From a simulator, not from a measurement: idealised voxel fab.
The name of this process module is voxel wiring stack.
Square cells of 5 nm make up the cross-section cut, whose width is 160 nm.
Cross-section format: a grid of square cells, given as bands from top to bottom; each band is one or more rows of cells.
What a band's entry tells you: where the top is and where the bottom is, as heights in nm, and after that what lies inside, material by material from left to right, each with its width in nm. Empty space is written as the word "blank", and a single material marked with the word "edge to edge" occupies the band from edge to edge.
It should be noted that heights are counted from 0, beneath which the wafer as supplied is of one material throughout, and that the lowest band possesses no lower boundary but continues downward, as written in "0 and below".
A width such as "30->40" changes by the same amount from each row of cells to the next, from the band's top row to its bottom row.
"no alterations made", as given for a step, is the statement that not any cell of the cross-section underwent a change during that step.
Enclosed voids (no open way to top), threshold 8 cells or more, entry "Sealed cavities", notation width x height at distance, distance from left edge, nm.
What comes after the settings on a step's line is commentary from the simulator itself on that step.
"overlay nm" denotes, for a step that has a mask, the displacement of the mask to the right of its planned place, with negative values corresponding to the left.
**plan**
1 RECEIVE (material Si)
2 CONFORMAL_DEP (material SiO2; thk nm 15)
3 CONFORMAL_DEP (material SiCN; thk nm 5)
4 DIRECTIONAL_DEP (material SiO2; thk nm 15)
5 PATTERN (tone open; mask id METAL_1; material resist; width nm 20; pitch nm 35; thk nm 15; overlay nm 0)
6 DIRECTIONAL_ETCH (etch materials SiO2; depth nm 15)
7 DIRECTIONAL_ETCH (etch materials SiCN; depth nm 5)
8 STRIP (etch materials resist)
9 CONFORMAL_DEP (material TiN; thk nm 5)
10 FILL_DEP (material Ru; thk nm 5)
11 CMP (height nm 35)
12 EPI (material Ru; thk nm 5)
13 FILL_DEP (material SiCN; thk nm 5)
14 DIRECTIONAL_DEP (material lowk; thk nm 30)
15 DIRECTIONAL_DEP (material aC; thk nm 15)
16 PATTERN (tone open; mask id METAL_2_HOLES; material resist; width nm 15; pitch nm 35; thk nm 30; overlay nm 0)
17 DIRECTIONAL_ETCH (etch materials aC; depth nm 15)
18 STRIP (etch materials resist)
19 DIRECTIONAL_ETCH (etch materials lowk; depth nm 30)
20 STRIP (etch materials aC)
21 MASKED_ETCH (tone open; mask id METAL_2; width nm 20; pitch nm 35; etch materials lowk; depth nm 20; overlay nm 0)
22 MASKED_ETCH (tone open; mask id METAL_2; width nm 20; pitch nm 35; etch materials SiCN; depth nm 5; overlay nm 0)
23 CONFORMAL_DEP (material TiN; thk nm 5)
24 FILL_DEP (material Cu; thk nm 10)
25 CMP (height nm 75)
26 CONFORMAL_DEP (material SiN; thk nm 5)
**First of two wafers: run as planned**
**Wafer as received: cross-section following step 1**
* 0 and below  Si edge to edge
* Sealed cavities: none
**Cross-sectional representation of the wafer at the conclusion of step 2**
* 15 down to 0  SiO2 edge to edge
* No changes below 0.
**Cross-sectional representation of the wafer at the conclusion of step 3**
* 20 down to 15  SiCN edge to edge
* No changes below 15.
**Cross-sectional representation of the wafer at the conclusion of step 4**
* 35 down to 20  SiO2 edge to edge
* No changes below 20.
**Cross-sectional representation of the wafer at the conclusion of step 5**
* 50 down to 35  50 resist, then 20 blank, then 15 resist, then 20 blank, then 55 resist
* No changes below 35.
**Cross-sectional representation of the wafer at the conclusion of step 6**
* 50 down to 35  50 resist, then 20 blank, then 15 resist, then 20 blank, then 55 resist
* 35 down to 20  50 SiO2, then 20 blank, then 15 SiO2, then 20 blank, then 55 SiO2
* No changes below 20.
**Cross-sectional representation of the wafer at the conclusion of step 7**
* 50 down to 35  50 resist, then 20 blank, then 15 resist, then 20 blank, then 55 resist
* 35 down to 20  50 SiO2, then 20 blank, then 15 SiO2, then 20 blank, then 55 SiO2
* 20 down to 15  50 SiCN, then 20 blank, then 15 SiCN, then 20 blank, then 55 SiCN
* No changes below 15.
**Cross-sectional representation of the wafer at the conclusion of step 8**
* 35 down to 20  50 SiO2, then 20 blank, then 15 SiO2, then 20 blank, then 55 SiO2
* No changes below 20.
**Cross-sectional representation of the wafer at the conclusion of step 9**
* 40 down to 35  55 TiN, then 10 blank, then 25 TiN, then 10 blank, then 60 TiN
* 35 down to 20  50 SiO2, then 5 TiN, then 10 blank, then 5 TiN, then 15 SiO2, then 5 TiN, then 10 blank, then 5 TiN, then 55 SiO2
* 20 down to 15  50 SiCN, then 20 TiN, then 15 SiCN, then 20 TiN, then 55 SiCN
* No changes below 15.
**Cross-sectional representation of the wafer at the conclusion of step 10**
* 45 down to 40  Ru edge to edge
* 40 down to 35  55 TiN, then 10 Ru, then 25 TiN, then 10 Ru, then 60 TiN
* 35 down to 20  50 SiO2, then 5 TiN, then 10 Ru, then 5 TiN, then 15 SiO2, then 5 TiN, then 10 Ru, then 5 TiN, then 55 SiO2
* No changes below 20.
**Cross-sectional representation of the wafer at the conclusion of step 11**
* 35 down to 20  50 SiO2, then 5 TiN, then 10 Ru, then 5 TiN, then 15 SiO2, then 5 TiN, then 10 Ru, then 5 TiN, then 55 SiO2
* No changes below 20.
**Cross-sectional representation of the wafer at the conclusion of step 12**
* 40 down to 35  45 blank, then 30 Ru, then 5 blank, then 30 Ru, then 50 blank
* No changes below 35.
**Cross-sectional representation of the wafer at the conclusion of step 13**
* 45 down to 40  SiCN edge to edge
* 40 down to 35  45 SiCN, then 30 Ru, then 5 SiCN, then 30 Ru, then 50 SiCN
* No changes below 35.
**Cross-sectional representation of the wafer at the conclusion of step 14**
* 75 down to 45  lowk edge to edge
* No changes below 45.
**Cross-sectional representation of the wafer at the conclusion of step 15**
* 90 down to 75  aC edge to edge
* No changes below 75.
**Cross-sectional representation of the wafer at the conclusion of step 16**
* 120 down to 90  50 resist, then 15 blank, then 20 resist, then 15 blank, then 60 resist
* No changes below 90.
**Cross-sectional representation of the wafer at the conclusion of step 17**
* 105 down to 90  50 resist, then 15 blank, then 20 resist, then 15 blank, then 60 resist
* 90 down to 75  50 aC, then 15 blank, then 20 aC, then 15 blank, then 60 aC
* No changes below 75.
**Cross-sectional representation of the wafer at the conclusion of step 18**
* 90 down to 75  50 aC, then 15 blank, then 20 aC, then 15 blank, then 60 aC
* No changes below 75.
**Cross-sectional representation of the wafer at the conclusion of step 19**
* 90 down to 75  50 aC, then 15 blank, then 20 aC, then 15 blank, then 60 aC
* 75 down to 45  50 lowk, then 15 blank, then 20 lowk, then 15 blank, then 60 lowk
* No changes below 45.
**Cross-sectional representation of the wafer at the conclusion of step 20**
* 75 down to 45  50 lowk, then 15 blank, then 20 lowk, then 15 blank, then 60 lowk
* No changes below 45.
**Cross-sectional representation of the wafer at the conclusion of step 21**
* 75 down to 55  50 lowk, then 20 blank, then 15 lowk, then 20 blank, then 55 lowk
* No changes below 55.
**Cross-sectional representation of the wafer at the conclusion of step 22**
* 75 down to 55  50 lowk, then 20 blank, then 15 lowk, then 20 blank, then 55 lowk
* 55 down to 45  50 lowk, then 15 blank, then 20 lowk, then 15 blank, then 60 lowk
* 45 down to 40  50 SiCN, then 15 blank, then 20 SiCN, then 15 blank, then 60 SiCN
* No changes below 40.
**Cross-sectional representation of the wafer at the conclusion of step 23**
* 80 down to 75  55 TiN, then 10 blank, then 25 TiN, then 10 blank, then 60 TiN
* 75 down to 60  50 lowk, then 5 TiN, then 10 blank, then 5 TiN, then 15 lowk, then 5 TiN, then 10 blank, then 5 TiN, then 55 lowk
* 60 down to 55  50 lowk, then 5 TiN, then 5 blank, then 10 TiN, then 15 lowk, then 5 TiN, then 5 blank, then 10 TiN, then 55 lowk
* 55 down to 45  50 lowk, then 5 TiN, then 5 blank, then 5 TiN, then 20 lowk, then 5 TiN, then 5 blank, then 5 TiN, then 60 lowk
* 45 down to 40  50 SiCN, then 15 TiN, then 20 SiCN, then 15 TiN, then 60 SiCN
* No changes below 40.
**Cross-sectional representation of the wafer at the conclusion of step 24**
* 90 down to 80  Cu edge to edge
* 80 down to 75  55 TiN, then 10 Cu, then 25 TiN, then 10 Cu, then 60 TiN
* 75 down to 60  50 lowk, then 5 TiN, then 10 Cu, then 5 TiN, then 15 lowk, then 5 TiN, then 10 Cu, then 5 TiN, then 55 lowk
* 60 down to 55  50 lowk, then 5 TiN, then 5 Cu, then 10 TiN, then 15 lowk, then 5 TiN, then 5 Cu, then 10 TiN, then 55 lowk
* 55 down to 45  50 lowk, then 5 TiN, then 5 Cu, then 5 TiN, then 20 lowk, then 5 TiN, then 5 Cu, then 5 TiN, then 60 lowk
* No changes below 45.
**Cross-sectional representation of the wafer at the conclusion of step 25**
* 75 down to 60  50 lowk, then 5 TiN, then 10 Cu, then 5 TiN, then 15 lowk, then 5 TiN, then 10 Cu, then 5 TiN, then 55 lowk
* No changes below 60.
**Cross-sectional representation of the wafer at the conclusion of step 26**
* 80 down to 75  SiN edge to edge
* No changes below 75.
**Regarding the second of the two wafers: it shared the first wafer's starting condition and process plan, yet one error occurred during its execution. Its history coincides with that of the first wafer up to and including step 4**
**X-section, second wafer, when step 5 was due to finish**
* 50 down to 35  50 blank, then 20 resist, then 15 blank, then 20 resist, then 55 blank
* No changes below 35.
**X-section, second wafer, when step 6 was due to finish**
* 50 down to 35  50 blank, then 20 resist, then 15 blank, then 20 resist, then 55 blank
* 35 down to 20  50 blank, then 20 SiO2, then 15 blank, then 20 SiO2, then 55 blank
* No changes below 20.
**X-section, second wafer, when step 7 was due to finish**
* 50 down to 35  50 blank, then 20 resist, then 15 blank, then 20 resist, then 55 blank
* 35 down to 20  50 blank, then 20 SiO2, then 15 blank, then 20 SiO2, then 55 blank
* 20 down to 15  50 blank, then 20 SiCN, then 15 blank, then 20 SiCN, then 55 blank
* No changes below 15.
**X-section, second wafer, when step 8 was due to finish**
* 35 down to 20  50 blank, then 20 SiO2, then 15 blank, then 20 SiO2, then 55 blank
* No changes below 20.
**X-section, second wafer, when step 9 was due to finish**
* 40 down to 35  45 blank, then 30 TiN, then 5 blank, then 30 TiN, then 50 blank
* 35 down to 20  45 blank, then 5 TiN, then 20 SiO2, then 5 TiN, then 5 blank, then 5 TiN, then 20 SiO2, then 5 TiN, then 50 blank
* 20 down to 15  50 TiN, then 20 SiCN, then 15 TiN, then 20 SiCN, then 55 TiN
* No changes below 15.
**X-section, second wafer, when step 10 was due to finish**
* 45 down to 40  Ru edge to edge
* 40 down to 35  45 Ru, then 30 TiN, then 5 Ru, then 30 TiN, then 50 Ru
* 35 down to 20  45 Ru, then 5 TiN, then 20 SiO2, then 5 TiN, then 5 Ru, then 5 TiN, then 20 SiO2, then 5 TiN, then 50 Ru
* No changes below 20.
**X-section, second wafer, when step 11 was due to finish**
* 35 down to 20  45 Ru, then 5 TiN, then 20 SiO2, then 5 TiN, then 5 Ru, then 5 TiN, then 20 SiO2, then 5 TiN, then 50 Ru
* No changes below 20.
**X-section, second wafer, when step 12 was due to finish**
* 40 down to 35  55 Ru, then 10 blank, then 25 Ru, then 10 blank, then 60 Ru
* No changes below 35.
**X-section, second wafer, when step 13 was due to finish**
* 45 down to 40  SiCN edge to edge
* 40 down to 35  55 Ru, then 10 SiCN, then 25 Ru, then 10 SiCN, then 60 Ru
* No changes below 35.
**X-section, second wafer, when step 14 was due to finish**
* 75 down to 45  lowk edge to edge
* No changes below 45.
**X-section, second wafer, when step 15 was due to finish**
* 90 down to 75  aC edge to edge
* No changes below 75.
**X-section, second wafer, when step 16 was due to finish**
* 120 down to 90  50 resist, then 15 blank, then 20 resist, then 15 blank, then 60 resist
* No changes below 90.
**X-section, second wafer, when step 17 was due to finish**
* 105 down to 90  50 resist, then 15 blank, then 20 resist, then 15 blank, then 60 resist
* 90 down to 75  50 aC, then 15 blank, then 20 aC, then 15 blank, then 60 aC
* No changes below 75.
**X-section, second wafer, when step 18 was due to finish**
* 90 down to 75  50 aC, then 15 blank, then 20 aC, then 15 blank, then 60 aC
* No changes below 75.
**X-section, second wafer, when step 19 was due to finish**
* 90 down to 75  50 aC, then 15 blank, then 20 aC, then 15 blank, then 60 aC
* 75 down to 45  50 lowk, then 15 blank, then 20 lowk, then 15 blank, then 60 lowk
* No changes below 45.
**X-section, second wafer, when step 20 was due to finish**
* 75 down to 45  50 lowk, then 15 blank, then 20 lowk, then 15 blank, then 60 lowk
* No changes below 45.
**X-section, second wafer, when step 21 was due to finish**
* 75 down to 55  50 lowk, then 20 blank, then 15 lowk, then 20 blank, then 55 lowk
* No changes below 55.
**X-section, second wafer, when step 22 was due to finish**
* 75 down to 55  50 lowk, then 20 blank, then 15 lowk, then 20 blank, then 55 lowk
* 55 down to 45  50 lowk, then 15 blank, then 20 lowk, then 15 blank, then 60 lowk
* 45 down to 40  50 SiCN, then 15 blank, then 20 SiCN, then 15 blank, then 60 SiCN
* No changes below 40.
**X-section, second wafer, when step 23 was due to finish**
* 80 down to 75  55 TiN, then 10 blank, then 25 TiN, then 10 blank, then 60 TiN
* 75 down to 60  50 lowk, then 5 TiN, then 10 blank, then 5 TiN, then 15 lowk, then 5 TiN, then 10 blank, then 5 TiN, then 55 lowk
* 60 down to 55  50 lowk, then 5 TiN, then 5 blank, then 10 TiN, then 15 lowk, then 5 TiN, then 5 blank, then 10 TiN, then 55 lowk
* 55 down to 45  50 lowk, then 5 TiN, then 5 blank, then 5 TiN, then 20 lowk, then 5 TiN, then 5 blank, then 5 TiN, then 60 lowk
* 45 down to 40  50 SiCN, then 15 TiN, then 20 SiCN, then 15 TiN, then 60 SiCN
* No changes below 40.
**X-section, second wafer, when step 24 was due to finish**
* 90 down to 80  Cu edge to edge
* 80 down to 75  55 TiN, then 10 Cu, then 25 TiN, then 10 Cu, then 60 TiN
* 75 down to 60  50 lowk, then 5 TiN, then 10 Cu, then 5 TiN, then 15 lowk, then 5 TiN, then 10 Cu, then 5 TiN, then 55 lowk
* 60 down to 55  50 lowk, then 5 TiN, then 5 Cu, then 10 TiN, then 15 lowk, then 5 TiN, then 5 Cu, then 10 TiN, then 55 lowk
* 55 down to 45  50 lowk, then 5 TiN, then 5 Cu, then 5 TiN, then 20 lowk, then 5 TiN, then 5 Cu, then 5 TiN, then 60 lowk
* No changes below 45.
**X-section, second wafer, when step 25 was due to finish**
* 75 down to 60  50 lowk, then 5 TiN, then 10 Cu, then 5 TiN, then 15 lowk, then 5 TiN, then 10 Cu, then 5 TiN, then 55 lowk
* No changes below 60.
**X-section, second wafer, when step 26 was due to finish**
* 80 down to 75  SiN edge to edge
* No changes below 75.
what went wrong: the process deviated at step 5: the operation and settings actually run there were PATTERN (tone cover; mask id METAL_1; material resist; width nm 20; pitch nm 35; thk nm 15; overlay nm 0)
Final tally in cells, some materials are higher or lower on the second wafer than on the first: Ru: 64 more | SiCN: 32 fewer | SiO2: 48 fewer | TiN: 16 more
